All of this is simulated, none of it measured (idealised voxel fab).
The name of this process module is voxel tone inversion.
Section cut is 210 nm wide and gridded with 5 nm square cells.
A cross-section is written here as square cells arranged in a grid, and it is given in bands from the top down, each band taking up one or more rows of cells.
First you get the band's top height and its bottom height, in nm, and then the materials it's made of, left to right, with each width in nm. If you see a single material with "edge to edge", that one covers the band edge to edge. "empty" is empty space.
We count height from 0. Below that, the starting wafer is all one material. The lowest band never ends at the bottom but goes on down; see "top 0, no bottom" for how that is written.
Per-row width for "30->40": begins at first number (top row of band), ends at second number (bottom row), increment between rows held constant.
It should be understood that the words "same as before", when stated for a given step, signify that the cross-section underwent no change in any of its cells during that step.
In the "Sealed-off cavities" entry, you get each enclosed empty space of 8 cells or more, one with no open way to the top, written width x height at distance, distance from the left edge, in nm.
Text after the settings on a step's line: the simulator's own remark on that step.
overlay nm: how far to the right of its planned place the mask lay on this masked step (negative: to the left).

THE PROCESS STEPS THAT WERE PLANNED ARE LISTED BELOW
| 1 | RECEIVE [material Si] |
| 2 | CONFORMAL_DEP [material SiN] [thk nm 10] |
| 3 | DIRECTIONAL_DEP [material polySi] [thk nm 20] |
| 4 | PATTERN [tone cover] [mask id POSTS] [material resist] [width nm 15] [pitch nm 35] [thk nm 30] [overlay nm 0] |
| 5 | DIRECTIONAL_ETCH [etch materials polySi] [depth nm 20] |
| 6 | STRIP [etch materials resist] |
| 7 | FILL_DEP [material SiO2] [thk nm 5] |
| 8 | CMP [height nm 30] |
| 9 | STRIP [etch materials polySi] |

ON THE FIRST OF THE TWO WAFERS: RUN CONDUCTED ACCORDING TO PLAN

HERE'S WHAT THE WAFER LOOKED LIKE IN CROSS-SECTION WHEN IT ARRIVED - THAT'S AFTER STEP 1
> top 0, no bottom | Si edge to edge
> Sealed-off cavities: none

THE WAFER IN CROSS-SECTION ONCE STEP 2 IS COMPLETE
> top 10, bottom 0 | SiN edge to edge
> Heights below 0 show no change.

THE WAFER IN CROSS-SECTION ONCE STEP 3 IS COMPLETE
> top 30, bottom 10 | polySi edge to edge
> Heights below 10 show no change.

THE WAFER IN CROSS-SECTION ONCE STEP 4 IS COMPLETE
> top 60, bottom 30 | empty (60) | resist (15) | empty (20) | resist (15) | empty (20) | resist (15) | empty (65)
> Heights below 30 show no change.

THE WAFER IN CROSS-SECTION ONCE STEP 5 IS COMPLETE
> top 60, bottom 30 | empty (60) | resist (15) | empty (20) | resist (15) | empty (20) | resist (15) | empty (65)
> top 30, bottom 10 | empty (60) | polySi (15) | empty (20) | polySi (15) | empty (20) | polySi (15) | empty (65)
> Heights below 10 show no change.

THE WAFER IN CROSS-SECTION ONCE STEP 6 IS COMPLETE
> top 30, bottom 10 | empty (60) | polySi (15) | empty (20) | polySi (15) | empty (20) | polySi (15) | empty (65)
> Heights below 10 show no change.

THE WAFER IN CROSS-SECTION ONCE STEP 7 IS COMPLETE
> top 35, bottom 30 | SiO2 edge to edge
> top 30, bottom 10 | SiO2 (60) | polySi (15) | SiO2 (20) | polySi (15) | SiO2 (20) | polySi (15) | SiO2 (65)
> Heights below 10 show no change.

THE WAFER IN CROSS-SECTION ONCE STEP 8 IS COMPLETE
> top 30, bottom 10 | SiO2 (60) | polySi (15) | SiO2 (20) | polySi (15) | SiO2 (20) | polySi (15) | SiO2 (65)
> Heights below 10 show no change.

THE WAFER IN CROSS-SECTION ONCE STEP 9 IS COMPLETE
> top 30, bottom 10 | SiO2 (60) | empty (15) | SiO2 (20) | empty (15) | SiO2 (20) | empty (15) | SiO2 (65)
> Heights below 10 show no change.

THE SECOND WAFER: COMMON ORIGIN AND PLAN, ONE MISTAKE IN EXECUTION, IDENTICAL TO THE FIRST THROUGH STEP 3

SECOND WAFER CROSS-SECTION, TAKEN AS OF THE TIME THE PLAN SETS FOR STEP 4 TO BE DONE
> top 60, bottom 30 | empty (70) | resist (15) | empty (20) | resist (15) | empty (20) | resist (15) | empty (55)
> Heights below 30 show no change.

SECOND WAFER CROSS-SECTION, TAKEN AS OF THE TIME THE PLAN SETS FOR STEP 5 TO BE DONE
> top 60, bottom 30 | empty (70) | resist (15) | empty (20) | resist (15) | empty (20) | resist (15) | empty (55)
> top 30, bottom 10 | empty (70) | polySi (15) | empty (20) | polySi (15) | empty (20) | polySi (15) | empty (55)
> Heights below 10 show no change.

SECOND WAFER CROSS-SECTION, TAKEN AS OF THE TIME THE PLAN SETS FOR STEP 6 TO BE DONE
> top 30, bottom 10 | empty (70) | polySi (15) | empty (20) | polySi (15) | empty (20) | polySi (15) | empty (55)
> Heights below 10 show no change.

SECOND WAFER CROSS-SECTION, TAKEN AS OF THE TIME THE PLAN SETS FOR STEP 7 TO BE DONE
> top 35, bottom 30 | SiO2 edge to edge
> top 30, bottom 10 | SiO2 (70) | polySi (15) | SiO2 (20) | polySi (15) | SiO2 (20) | polySi (15) | SiO2 (55)
> Heights below 10 show no change.

SECOND WAFER CROSS-SECTION, TAKEN AS OF THE TIME THE PLAN SETS FOR STEP 8 TO BE DONE
> top 30, bottom 10 | SiO2 (70) | polySi (15) | SiO2 (20) | polySi (15) | SiO2 (20) | polySi (15) | SiO2 (55)
> Heights below 10 show no change.

SECOND WAFER CROSS-SECTION, TAKEN AS OF THE TIME THE PLAN SETS FOR STEP 9 TO BE DONE
> top 30, bottom 10 | SiO2 (70) | empty (15) | SiO2 (20) | empty (15) | SiO2 (20) | empty (15) | SiO2 (55)
> Heights below 10 show no change.
Diagnosis: the process deviated at step 4: the operation and settings actually run there were PATTERN [tone cover] [mask id POSTS] [material resist] [width nm 15] [pitch nm 35] [thk nm 30] [overlay nm 10]
The concluding comparison shows that, measured in cells, each material is equally abundant on both wafers, albeit at different positions.
